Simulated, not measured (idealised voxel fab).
You're looking at the process module voxel gate over fins.
In the cross-section labelled cut, the width is 175 nm and each square cell is 5 nm.
Reading order for cross-sections: top band down to bottom band. Underlying form: a grid of square cells. Band size: one or more rows of cells. Band: top and bottom heights (nm) first, top before bottom; then materials from left to right, widths in nm. "throughout" marks a sole material filling the band edge to edge. "air" denotes empty space. Ref level 0: as-received wafer is one material below here. Bottom band extends down with no lower bound ("z 0 and below"). Graded width ("30->40"): value in top row of band = first number; value in bottom row = second number; row-to-row change constant. "stayed the same" after a step means that no cell of the cross-section changed. The list in "Fully closed voids" covers empty spaces of 8 cells or more that cannot reach the top through any open way, and it gives each as width x height at distance; the distance is from the left edge, and width, height and distance are in nm. Anything after a step's settings on that line? It's the simulator's own note about the step. On any step carrying a mask, the "overlay nm" setting, if present on the step's line, tells how far right of its planned place the mask lay; negative values point to the left.

**Steps in the process plan**
1) RECEIVE (material Si)
2) CONFORMAL_DEP (material SiN; thk nm 10)
3) PATTERN (tone cover; mask id FINS; material resist; width nm 15; pitch nm 35; thk nm 20; overlay nm 0)
4) DIRECTIONAL_ETCH (etch materials SiN; depth nm 10)
5) DIRECTIONAL_ETCH (etch materials Si; depth nm 30)
6) STRIP (etch materials resist)
7) OXIDIZE (depth nm 5)
8) FILL_DEP (material SiO2; thk nm 15)
9) CMP (height nm 10)
10) SELECTIVE_ETCH (etch materials SiO2; depth nm 25)
11) STRIP (etch materials SiN)
12) CONFORMAL_DEP (material HfO2; thk nm 5)
13) CONFORMAL_DEP (material TiN; thk nm 5)
14) CONFORMAL_DEP (material TiAl; thk nm 5)
15) CONFORMAL_DEP (material TiN; thk nm 5)
16) FILL_DEP (material W; thk nm 15)
17) CMP (height nm 30)
18) CONFORMAL_DEP (material SiCN; thk nm 10)

**Wafer as received: cross-section following step 1**
* z 0 and below: Si throughout
* Fully closed voids: none

**Module complete, cross-section. Starting point and plan per above. One mistake made in running the module**
* z 40 to 30: SiCN throughout
* z 30 to 20: W throughout
* z 20 to 15: 30 of W | 115 of TiN | 30 of W
* z 15 to 10: 30 of W | 5 of TiN | 105 of TiAl | 5 of TiN | 30 of W
* z 10 to 5: 30 of W | 5 of TiN | 5 of TiAl | 25 of TiN | 10 of TiAl | 25 of TiN | 10 of TiAl | 25 of TiN | 5 of TiAl | 5 of TiN | 30 of W
* z 5 to 0: 35 of TiN | 5 of TiAl | 5 of TiN | 15 of HfO2 | 5 of TiN | 10 of TiAl | 5 of TiN | 15 of HfO2 | 5 of TiN | 10 of TiAl | 5 of TiN | 15 of HfO2 | 5 of TiN | 5 of TiAl | 35 of TiN
* z 0 to -5: 40 of TiAl | 5 of TiN | 5 of HfO2 | 5 of Si | 5 of HfO2 | 5 of TiN | 10 of TiAl | 5 of TiN | 5 of HfO2 | 5 of Si | 5 of HfO2 | 5 of TiN | 10 of TiAl | 5 of TiN | 5 of HfO2 | 5 of Si | 5 of HfO2 | 5 of TiN | 40 of TiAl
* z -5 to -10: 30 of TiN | 10 of TiAl | 5 of TiN | 5 of HfO2 | 5 of Si | 5 of HfO2 | 5 of TiN | 10 of TiAl | 5 of TiN | 5 of HfO2 | 5 of Si | 5 of HfO2 | 5 of TiN | 10 of TiAl | 5 of TiN | 5 of HfO2 | 5 of Si | 5 of HfO2 | 5 of TiN | 10 of TiAl | 30 of TiN
* z -10 to -15: 25 of HfO2 | 5 of TiN | 10 of TiAl | 5 of TiN | 5 of HfO2 | 5 of Si | 5 of HfO2 | 5 of TiN | 10 of TiAl | 5 of TiN | 5 of HfO2 | 5 of Si | 5 of HfO2 | 5 of TiN | 10 of TiAl | 5 of TiN | 5 of HfO2 | 5 of Si | 5 of HfO2 | 5 of TiN | 10 of TiAl | 5 of TiN | 25 of HfO2
* z -15 to -20: 20 of SiO2 | 5 of HfO2 | 20 of TiN | 5 of HfO2 | 5 of Si | 5 of HfO2 | 20 of TiN | 5 of HfO2 | 5 of Si | 5 of HfO2 | 20 of TiN | 5 of HfO2 | 5 of Si | 5 of HfO2 | 20 of TiN | 5 of HfO2 | 20 of SiO2
* z -20 to -25: 20 of SiO2 | 30 of HfO2 | 5 of Si | 30 of HfO2 | 5 of Si | 30 of HfO2 | 5 of Si | 30 of HfO2 | 20 of SiO2
* z -25 to -35: 50 of SiO2 | 5 of Si | 30 of SiO2 | 5 of Si | 30 of SiO2 | 5 of Si | 50 of SiO2
* z -35 and below: Si throughout
* Fully closed voids: none
Nonconformance to the process plan: note: step 10 <-> step 11, run order reversed vs plan
